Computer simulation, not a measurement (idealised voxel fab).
process module | voxel double patterning
cross-section cut | 215 nm wide | cells 5 nm
A cross-section is a grid of square cells, given in bands from the top down. A band is one or more rows of cells.
Each band's line starts with the height of the band's top and of its bottom, in nm. Then come its materials from left to right, each with its width in nm. One material with "throughout" fills the band from edge to edge. "air" is empty space.
Height 0 is the level under which the wafer as received is all one material. The lowest band goes on downwards, as in "0 down".
A width such as "30 to 40" changes by the same amount from each row of cells to the next, from the band's top row to its bottom row.
"no change" after a step means that no cell of the cross-section changed.
closed voids: empty space of 8 cells or more with no open way to the top, each as width x height at its distance from the left edge, in nm
after a step's settings: what the simulator itself notes on the step
overlay nm, on a step with a mask: how far to the right of its planned place the mask lay; to the left if negative
plan
1 op RECEIVE | material Si
2 op CONFORMAL_DEP | material SiO2 | thk nm 5
3 op DIRECTIONAL_DEP | material W | thk nm 20
4 op DIRECTIONAL_DEP | material SiCN | thk nm 5
5 op DIRECTIONAL_DEP | material aC | thk nm 10
6 op PATTERN | tone open | mask id FIRST | material resist | width nm 15 | pitch nm 50 | thk nm 25 | overlay nm 0
7 op DIRECTIONAL_ETCH | etch materials aC | depth nm 10
8 op STRIP | etch materials resist
9 op DIRECTIONAL_ETCH | etch materials SiCN | depth nm 5
10 op STRIP | etch materials aC
11 op MASKED_ETCH | tone open | mask id SECOND | width nm 15 | pitch nm 50 | etch materials SiCN | depth nm 5 | overlay nm 0
12 op DIRECTIONAL_ETCH | etch materials W | depth nm 20
13 op STRIP | etch materials SiCN
as received, after step 1
  0 down: Si throughout
  closed voids: none
first wafer at the end, as planned
  25 to 5: W 50 | air 15 | W 10 | air 15 | W 10 | air 15 | W 10 | air 15 | W 10 | air 15 | W 50
  5 to 0: SiO2 throughout
  0 down: Si throughout
  closed voids: none
second wafer at the end: like start, like plan, one mistake
  25 to 5: W 55 | air 15 | W 5 | air 15 | W 15 | air 15 | W 5 | air 15 | W 15 | air 15 | W 45
  5 to 0: SiO2 throughout
  0 down: Si throughout
  closed voids: none
what went wrong: step 6 ran as: op PATTERN | tone open | mask id FIRST | material resist | width nm 15 | pitch nm 50 | thk nm 25 | overlay nm 5
at the end the second wafer has, in cells: as many of each material as the first, in other places
